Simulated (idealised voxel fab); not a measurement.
The document below concerns the process module designated voxel plated lines.
Each square cell in cross-section cut measures 5 nm, and the section as a whole is 300 nm wide.
A cross-section is written here as square cells arranged in a grid, and it is given in bands from the top down, each band taking up one or more rows of cells.
Band entry format. Leading values: height of top, height of bottom, nm. Remainder: materials in left-to-right order, each with its width in nm. Special words: "throughout" on a single material, which then fills the band edge to edge; "empty", empty space.
Heads up on the height convention: 0 is the point under which the incoming wafer is all one material, and the lowest band has no bottom, it just keeps going down, like "top 0, no bottom".
You'd read "30..40" like this: the band's top row of cells is as wide as the first number, its bottom row is as wide as the second, and going down, every row changes width by the same amount as the row before did.
Any step labelled "nothing was modified" changed none of the cells in the cross-section.
Voids not open to the top, 8 cells minimum: see "Fully closed voids". Written width x height at distance; distance is from the left edge; nm.
On a step's line, text after the settings is the simulator commenting on that step.
When a step includes a mask, the "overlay nm" setting on its line states how far to the right of its planned place that mask lay, and negative values state how far to the left.

## Process steps - plan
1) RECEIVE with material Si
2) CONFORMAL_DEP with material Al2O3, thk nm 10
3) DIRECTIONAL_DEP with material TiN, thk nm 5
4) PATTERN with tone open, mask id LINES, material resist, width nm 15, pitch nm 45, thk nm 35, overlay nm 0
5) EPI with material Ru, thk nm 10
6) EPI with material Ru, thk nm 10
7) EPI with material Ru, thk nm 10
8) STRIP with etch materials resist
9) DIRECTIONAL_ETCH with etch materials TiN, depth nm 5
10) CONFORMAL_DEP with material SiN, thk nm 5

## Cross-section of the wafer upon arrival, representing the state reached after step 1
    top 0, no bottom = Si throughout
    Fully closed voids: none

## Post-module cross-section of the first of two wafers (run per plan)
    top 50, bottom 45 = empty: 90  SiN: 25  empty: 20  SiN: 25  empty: 20  SiN: 25  empty: 95
    top 45, bottom 15 = empty: 90  SiN: 5  Ru: 15  SiN: 5  empty: 20  SiN: 5  Ru: 15  SiN: 5  empty: 20  SiN: 5  Ru: 15  SiN: 5  empty: 95
    top 15, bottom 10 = SiN: 95  TiN: 15  SiN: 30  TiN: 15  SiN: 30  TiN: 15  SiN: 100
    top 10, bottom 0 = Al2O3 throughout
    top 0, no bottom = Si throughout
    Fully closed voids: none

## Cross-sectional image of the second wafer of the two following completion of the module. Starting state and process plan were the same as for the first wafer; one execution error occurred
    top 40, bottom 35 = empty: 90  SiN: 25  empty: 20  SiN: 25  empty: 20  SiN: 25  empty: 95
    top 35, bottom 15 = empty: 90  SiN: 5  Ru: 15  SiN: 5  empty: 20  SiN: 5  Ru: 15  SiN: 5  empty: 20  SiN: 5  Ru: 15  SiN: 5  empty: 95
    top 15, bottom 10 = SiN: 95  TiN: 15  SiN: 30  TiN: 15  SiN: 30  TiN: 15  SiN: 100
    top 10, bottom 0 = Al2O3 throughout
    top 0, no bottom = Si throughout
    Fully closed voids: none
Nonconformance to the process plan: one of the steps 5, 6 and 7, which are indistinguishable from one another, was omitted, and the omitted step cannot be identified
Bottom line after processing is that, in cells, the second wafer is up or down on some materials versus the first: 18 fewer of Ru | 12 fewer of SiN
